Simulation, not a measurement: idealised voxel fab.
process module | voxel ribs on slabs
cross-section cut | 245 nm wide | cells 5 nm
A cross-section is a grid of square cells, given in bands from the top down. A band is one or more rows of cells.
Each band's line starts with the height of the band's top and of its bottom, in nm. Then come its materials from left to right, each with its width in nm. One material with "throughout" fills the band from edge to edge. "air" is empty space.
Height 0 is the level under which the wafer as received is all one material. The lowest band goes on downwards, as in "0 down".
A width such as "30 to 40" changes by the same amount from each row of cells to the next, from the band's top row to its bottom row.
"no change" after a step means that no cell of the cross-section changed.
closed voids: empty space of 8 cells or more with no open way to the top, each as width x height at its distance from the left edge, in nm
after a step's settings: what the simulator itself notes on the step
overlay nm, on a step with a mask: how far to the right of its planned place the mask lay; to the left if negative
plan
1 op RECEIVE | material Si
2 op DIRECTIONAL_DEP | material SiO2 | thk nm 20
3 op DIRECTIONAL_DEP | material polySi | thk nm 25
4 op MASKED_ETCH | tone cover | mask id RIB | width nm 30 | etch materials polySi | depth nm 5 | overlay nm 0
5 op DIRECTIONAL_DEP | material aC | thk nm 15
6 op PATTERN | tone cover | mask id SLAB | material resist | width nm 70 | thk nm 30 | overlay nm 0
7 op DIRECTIONAL_ETCH | etch materials aC | depth nm 15
8 op STRIP | etch materials resist
9 op DIRECTIONAL_ETCH | etch materials polySi | depth nm 20
10 op STRIP | etch materials aC
11 op FILL_DEP | material SiO2 | thk nm 25
12 op CMP | height nm 65
13 op DIRECTIONAL_DEP | material W | thk nm 10
14 op PATTERN | tone cover | mask id HEATER | material resist | width nm 40 | thk nm 15 | overlay nm 0
15 op DIRECTIONAL_ETCH | etch materials W | depth nm 10
16 op STRIP | etch materials resist
17 op CONFORMAL_DEP | material SiO2 | thk nm 10
as received, after step 1
  0 down: Si throughout
  closed voids: none
first wafer at the end, as planned
  85 to 75: air 90 | SiO2 60 | air 95
  75 to 65: SiO2 100 | W 40 | SiO2 105
  65 to 45: SiO2 throughout
  45 to 40: SiO2 105 | polySi 30 | SiO2 110
  40 to 20: SiO2 85 | polySi 70 | SiO2 90
  20 to 0: SiO2 throughout
  0 down: Si throughout
  closed voids: none
second wafer at the end: like start, like plan, one mistake
  85 to 75: air 90 | SiO2 60 | air 95
  75 to 65: SiO2 100 | W 40 | SiO2 105
  65 to 20: polySi throughout
  20 to 0: SiO2 throughout
  0 down: Si throughout
  closed voids: none
what went wrong: step 11 ran as: op FILL_DEP | material polySi | thk nm 25
at the end the second wafer has, in cells: 379 fewer of SiO2 | 379 more of polySi
